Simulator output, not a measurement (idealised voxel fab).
A process module follows: voxel capacitor over wiring.
Displayed cross-section: cut, width of 205 nm, square cells sized 5 nm.
Cross-section format: a grid of square cells, given as bands from top to bottom; each band is one or more rows of cells.
Top, bottom (nm), then materials left to right with widths (nm); lone material tagged "everywhere" fills the whole band edge to edge; "air" = empty space.
The reference from which all heights are counted is 0, the level beneath which the as-received wafer is entirely one material; the lowest band, having no lower bound, proceeds downward and is written after the example "0 nm and below".
Read "30->40" as a graded width: first number on top, second number at the bottom, same change between each pair of neighbouring rows.
"nothing altered", as given for a step, is the statement that not any cell of the cross-section underwent a change during that step.
Look at "Tabulated closed voids" for the closed voids: empty spaces with no open path to the top, sized 8 cells or up. Each is width x height at distance, distance from the left edge, all nm.
Post-settings text on a step line: simulator's own remark regarding the step.
"overlay nm", when on a step's line for a step with a mask, measures how far to the right of its planned place the mask lay; a negative measure means to the left.

Process steps - plan
| 1 | RECEIVE with material Si |
| 2 | CONFORMAL_DEP with material SiO2, thk nm 5 |
| 3 | DIRECTIONAL_DEP with material TiN, thk nm 5 |
| 4 | DIRECTIONAL_DEP with material Ru, thk nm 20 |
| 5 | DIRECTIONAL_DEP with material aC, thk nm 10 |
| 6 | PATTERN with tone cover, mask id METAL_1, material resist, width nm 30, pitch nm 90, thk nm 30, overlay nm 0 |
| 7 | DIRECTIONAL_ETCH with etch materials aC, depth nm 10 |
| 8 | STRIP with etch materials resist |
| 9 | DIRECTIONAL_ETCH with etch materials Ru, depth nm 20 |
| 10 | DIRECTIONAL_ETCH with etch materials TiN, depth nm 5 |
| 11 | STRIP with etch materials aC |
| 12 | FILL_DEP with material lowk, thk nm 10 |
| 13 | CMP with height nm 35 |
| 14 | CONFORMAL_DEP with material SiCN, thk nm 5 |
| 15 | DIRECTIONAL_DEP with material lowk, thk nm 15 |
| 16 | DIRECTIONAL_DEP with material aC, thk nm 10 |
| 17 | PATTERN with tone open, mask id PLUG_1, material resist, width nm 15, thk nm 30, overlay nm 0 |
| 18 | DIRECTIONAL_ETCH with etch materials aC, depth nm 10 |
| 19 | STRIP with etch materials resist |
| 20 | DIRECTIONAL_ETCH with etch materials lowk, depth nm 15 |
| 21 | DIRECTIONAL_ETCH with etch materials SiCN, depth nm 5 |
| 22 | STRIP with etch materials aC |
| 23 | EPI with material Ru, thk nm 10 |
| 24 | EPI with material Ru, thk nm 10 |
| 25 | DIRECTIONAL_DEP with material TiN, thk nm 10 |
| 26 | DIRECTIONAL_DEP with material HfO2, thk nm 5 |
| 27 | DIRECTIONAL_DEP with material TiN, thk nm 5 |
| 28 | DIRECTIONAL_DEP with material aC, thk nm 10 |
| 29 | PATTERN with tone cover, mask id UPPER_PLATE, material resist, width nm 65, thk nm 30, overlay nm 0 |
| 30 | DIRECTIONAL_ETCH with etch materials aC, depth nm 10 |
| 31 | STRIP with etch materials resist |
| 32 | DIRECTIONAL_ETCH with etch materials TiN, depth nm 5 |
| 33 | DIRECTIONAL_ETCH with etch materials HfO2, depth nm 5 |
| 34 | STRIP with etch materials aC |
| 35 | PATTERN with tone cover, mask id LOWER_PLATE, material resist, width nm 75, thk nm 20, overlay nm 0 |
| 36 | DIRECTIONAL_ETCH with etch materials TiN, depth nm 10 |
| 37 | STRIP with etch materials resist |
| 38 | FILL_DEP with material SiO2, thk nm 15 |
| 39 | CMP with height nm 85 |
| 40 | PATTERN with tone open, mask id PLUG_2, material resist, width nm 15, thk nm 15, overlay nm 0 |
| 41 | DIRECTIONAL_ETCH with etch materials SiO2, depth nm 10 |
| 42 | STRIP with etch materials resist |
| 43 | CONFORMAL_DEP with material TiN, thk nm 5 |
| 44 | FILL_DEP with material Cu, thk nm 10 |
| 45 | CMP with height nm 85 |
| 46 | CONFORMAL_DEP with material SiCN, thk nm 5 |
The thk nm used in step 2 is not the same on every wafer, whereas the starting condition is; the value printed in the plan is the first wafer's.

As received, i.e. after step 1: cross-section through the first of several wafers
- 0 nm and below  Si everywhere
- Tabulated closed voids: none

Cross-section of the first of several wafers once the module has run through its last step, step 46
- 90 nm to 85 nm  SiCN everywhere
- 85 nm to 80 nm  SiO2 65 nm; TiN 5 nm; Cu 5 nm; TiN 5 nm; SiO2 125 nm
- 80 nm to 70 nm  SiO2 65->70 nm; TiN 15->50 nm; SiO2 125->85 nm
- 70 nm to 65 nm  SiO2 70 nm; HfO2 50 nm; SiO2 85 nm
- 65 nm to 55 nm  SiO2 50 nm; TiN 5 nm; SiO2 15 nm; TiN 55 nm; SiO2 80 nm
- 55 nm to 50 nm  lowk 55 nm; TiN 15 nm; lowk 135 nm
- 50 nm to 45 nm  lowk 55 nm; HfO2 15 nm; lowk 135 nm
- 45 nm to 40 nm  lowk 55 nm; TiN 15 nm; lowk 135 nm
- 40 nm to 35 nm  SiCN 55 nm; TiN 15 nm; SiCN 135 nm
- 35 nm to 30 nm  lowk everywhere
- 30 nm to 10 nm  lowk 40 nm; Ru 30 nm; lowk 60 nm; Ru 30 nm; lowk 45 nm
- 10 nm to 5 nm  lowk 40 nm; TiN 30 nm; lowk 60 nm; TiN 30 nm; lowk 45 nm
- 5 nm to 0 nm  SiO2 everywhere
- 0 nm and below  Si everywhere
- Tabulated closed voids: none

Sectional view of the last wafer upon completion of the module
- 90 nm to 85 nm  SiCN everywhere
- 85 nm to 80 nm  SiO2 65 nm; TiN 5 nm; Cu 5 nm; TiN 5 nm; SiO2 125 nm
- 80 nm to 70 nm  SiO2 65->55 nm; TiN 15->65 nm; SiO2 125->85 nm
- 70 nm to 65 nm  SiO2 55 nm; HfO2 65 nm; SiO2 85 nm
- 65 nm to 55 nm  SiO2 50 nm; TiN 75 nm; SiO2 80 nm
- 55 nm to 40 nm  lowk 55 nm; Ru 15 nm; lowk 135 nm
- 40 nm to 35 nm  SiCN 55 nm; Ru 15 nm; SiCN 135 nm
- 35 nm to 30 nm  lowk 40 nm; Ru 30 nm; lowk 60 nm; Ru 30 nm; lowk 45 nm
- 30 nm to 25 nm  lowk 40 nm; TiN 30 nm; lowk 60 nm; TiN 30 nm; lowk 45 nm
- 25 nm to 0 nm  SiO2 everywhere
- 0 nm and below  Si everywhere
- Tabulated closed voids: none

Below: a row per wafer. Contents at end of module: for every material, cells gained since receipt (+) or lost since receipt (-); then closed voids
thk nm 5 | +1 Cu | +13 HfO2 | +48 Ru | +79 SiCN | +237 SiO2 | +60 TiN | +300 lowk | Tabulated closed voids: none
thk nm 10 | +1 Cu | +13 HfO2 | +60 Ru | +79 SiCN | +266 SiO2 | +60 TiN | +259 lowk | Tabulated closed voids: none
thk nm 15 | +1 Cu | +13 HfO2 | +48 Ru | +79 SiCN | +307 SiO2 | +60 TiN | +230 lowk | Tabulated closed voids: none
thk nm 20 | +1 Cu | +13 HfO2 | +36 Ru | +79 SiCN | +348 SiO2 | +60 TiN | +201 lowk | Tabulated closed voids: none
thk nm 25 | +1 Cu | +13 HfO2 | +24 Ru | +79 SiCN | +389 SiO2 | +60 TiN | +172 lowk | Tabulated closed voids: none
